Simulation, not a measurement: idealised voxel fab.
process module | voxel fin reveal
cross-section cut | 250 nm wide | cells 5 nm
A cross-section is a grid of square cells, given in bands from the top down. A band is one or more rows of cells.
Each band's line starts with the height of the band's top and of its bottom, in nm. Then come its materials from left to right, each with its width in nm. One material with "throughout" fills the band from edge to edge. "air" is empty space.
Height 0 is the level under which the wafer as received is all one material. The lowest band goes on downwards, as in "0 down".
A width such as "30 to 40" changes by the same amount from each row of cells to the next, from the band's top row to its bottom row.
"no change" after a step means that no cell of the cross-section changed.
closed voids: empty space of 8 cells or more with no open way to the top, each as width x height at its distance from the left edge, in nm
after a step's settings: what the simulator itself notes on the step
overlay nm, on a step with a mask: how far to the right of its planned place the mask lay; to the left if negative
plan
1 op RECEIVE | material Si
2 op CONFORMAL_DEP | material SiN | thk nm 5
3 op DIRECTIONAL_DEP | material aC | thk nm 15
4 op PATTERN | tone cover | mask id FINS | material resist | width nm 15 | pitch nm 35 | thk nm 35 | overlay nm 0
5 op DIRECTIONAL_ETCH | etch materials aC | depth nm 15
6 op STRIP | etch materials resist
7 op DIRECTIONAL_ETCH | etch materials SiN | depth nm 5
8 op DIRECTIONAL_ETCH | etch materials Si | depth nm 30
9 op STRIP | etch materials aC
10 op OXIDIZE | depth nm 5
11 op FILL_DEP | material SiO2 | thk nm 15
12 op CMP | height nm 5
13 op SELECTIVE_ETCH | etch materials SiO2 | depth nm 15
14 op STRIP | etch materials SiN
first wafer, as planned
as received, after step 1
  0 down: Si throughout
  closed voids: none
after step 2
  5 to 0: SiN throughout
  below 0: unchanged
after step 3
  20 to 5: aC throughout
  below 5: unchanged
after step 4
  55 to 20: air 65 | resist 15 | air 20 | resist 15 | air 20 | resist 15 | air 20 | resist 15 | air 65
  below 20: unchanged
after step 5
  40 to 20: air 65 | resist 15 | air 20 | resist 15 | air 20 | resist 15 | air 20 | resist 15 | air 65
  20 to 5: air 65 | aC 15 | air 20 | aC 15 | air 20 | aC 15 | air 20 | aC 15 | air 65
  below 5: unchanged
after step 6
  20 to 5: air 65 | aC 15 | air 20 | aC 15 | air 20 | aC 15 | air 20 | aC 15 | air 65
  below 5: unchanged
after step 7
  20 to 5: air 65 | aC 15 | air 20 | aC 15 | air 20 | aC 15 | air 20 | aC 15 | air 65
  5 to 0: air 65 | SiN 15 | air 20 | SiN 15 | air 20 | SiN 15 | air 20 | SiN 15 | air 65
  below 0: unchanged
after step 8
  20 to 5: air 65 | aC 15 | air 20 | aC 15 | air 20 | aC 15 | air 20 | aC 15 | air 65
  5 to 0: air 65 | SiN 15 | air 20 | SiN 15 | air 20 | SiN 15 | air 20 | SiN 15 | air 65
  0 to -30: air 65 | Si 15 | air 20 | Si 15 | air 20 | Si 15 | air 20 | Si 15 | air 65
  below -30: unchanged
after step 9
  5 to 0: air 65 | SiN 15 | air 20 | SiN 15 | air 20 | SiN 15 | air 20 | SiN 15 | air 65
  below 0: unchanged
after step 10
  5 to 0: air 65 | SiN 15 | air 20 | SiN 15 | air 20 | SiN 15 | air 20 | SiN 15 | air 65
  0 to -30: air 65 | SiO2 5 | Si 5 | SiO2 5 | air 20 | SiO2 5 | Si 5 | SiO2 5 | air 20 | SiO2 5 | Si 5 | SiO2 5 | air 20 | SiO2 5 | Si 5 | SiO2 5 | air 65
  -30 to -35: SiO2 70 | Si 5 | SiO2 30 | Si 5 | SiO2 30 | Si 5 | SiO2 30 | Si 5 | SiO2 70
  below -35: unchanged
after step 11
  20 to 5: SiO2 throughout
  5 to 0: SiO2 65 | SiN 15 | SiO2 20 | SiN 15 | SiO2 20 | SiN 15 | SiO2 20 | SiN 15 | SiO2 65
  0 to -35: SiO2 70 | Si 5 | SiO2 30 | Si 5 | SiO2 30 | Si 5 | SiO2 30 | Si 5 | SiO2 70
  below -35: unchanged
after step 12
  5 to 0: SiO2 65 | SiN 15 | SiO2 20 | SiN 15 | SiO2 20 | SiN 15 | SiO2 20 | SiN 15 | SiO2 65
  below 0: unchanged
after step 13
  5 to 0: air 65 | SiN 15 | air 20 | SiN 15 | air 20 | SiN 15 | air 20 | SiN 15 | air 65
  0 to -10: air 70 | Si 5 | air 30 | Si 5 | air 30 | Si 5 | air 30 | Si 5 | air 70
  below -10: unchanged
after step 14
  0 to -10: air 70 | Si 5 | air 30 | Si 5 | air 30 | Si 5 | air 30 | Si 5 | air 70
  below -10: unchanged
second wafer: like start, like plan, one mistake. Through step 7 it matches the first wafer
when step 8 should have ended
  20 to 5: air 65 | aC 15 | air 20 | aC 15 | air 20 | aC 15 | air 20 | aC 15 | air 65
  5 to 0: air 65 | SiN 15 | air 20 | SiN 15 | air 20 | SiN 15 | air 20 | SiN 15 | air 65
  0 to -40: air 65 | Si 15 | air 20 | Si 15 | air 20 | Si 15 | air 20 | Si 15 | air 65
  below -40: unchanged
when step 9 should have ended
  5 to 0: air 65 | SiN 15 | air 20 | SiN 15 | air 20 | SiN 15 | air 20 | SiN 15 | air 65
  below 0: unchanged
when step 10 should have ended
  5 to 0: air 65 | SiN 15 | air 20 | SiN 15 | air 20 | SiN 15 | air 20 | SiN 15 | air 65
  0 to -40: air 65 | SiO2 5 | Si 5 | SiO2 5 | air 20 | SiO2 5 | Si 5 | SiO2 5 | air 20 | SiO2 5 | Si 5 | SiO2 5 | air 20 | SiO2 5 | Si 5 | SiO2 5 | air 65
  -40 to -45: SiO2 70 | Si 5 | SiO2 30 | Si 5 | SiO2 30 | Si 5 | SiO2 30 | Si 5 | SiO2 70
  below -45: unchanged
when step 11 should have ended
  20 to 5: SiO2 throughout
  5 to 0: SiO2 65 | SiN 15 | SiO2 20 | SiN 15 | SiO2 20 | SiN 15 | SiO2 20 | SiN 15 | SiO2 65
  0 to -45: SiO2 70 | Si 5 | SiO2 30 | Si 5 | SiO2 30 | Si 5 | SiO2 30 | Si 5 | SiO2 70
  below -45: unchanged
when step 12 should have ended
  5 to 0: SiO2 65 | SiN 15 | SiO2 20 | SiN 15 | SiO2 20 | SiN 15 | SiO2 20 | SiN 15 | SiO2 65
  below 0: unchanged
when step 13 should have ended
  5 to 0: air 65 | SiN 15 | air 20 | SiN 15 | air 20 | SiN 15 | air 20 | SiN 15 | air 65
  0 to -10: air 70 | Si 5 | air 30 | Si 5 | air 30 | Si 5 | air 30 | Si 5 | air 70
  below -10: unchanged
when step 14 should have ended
  0 to -10: air 70 | Si 5 | air 30 | Si 5 | air 30 | Si 5 | air 30 | Si 5 | air 70
  below -10: unchanged
what went wrong: step 8 ran as: op DIRECTIONAL_ETCH | etch materials Si | depth nm 40
at the end the second wafer has, in cells: 92 fewer of Si | 92 more of SiO2
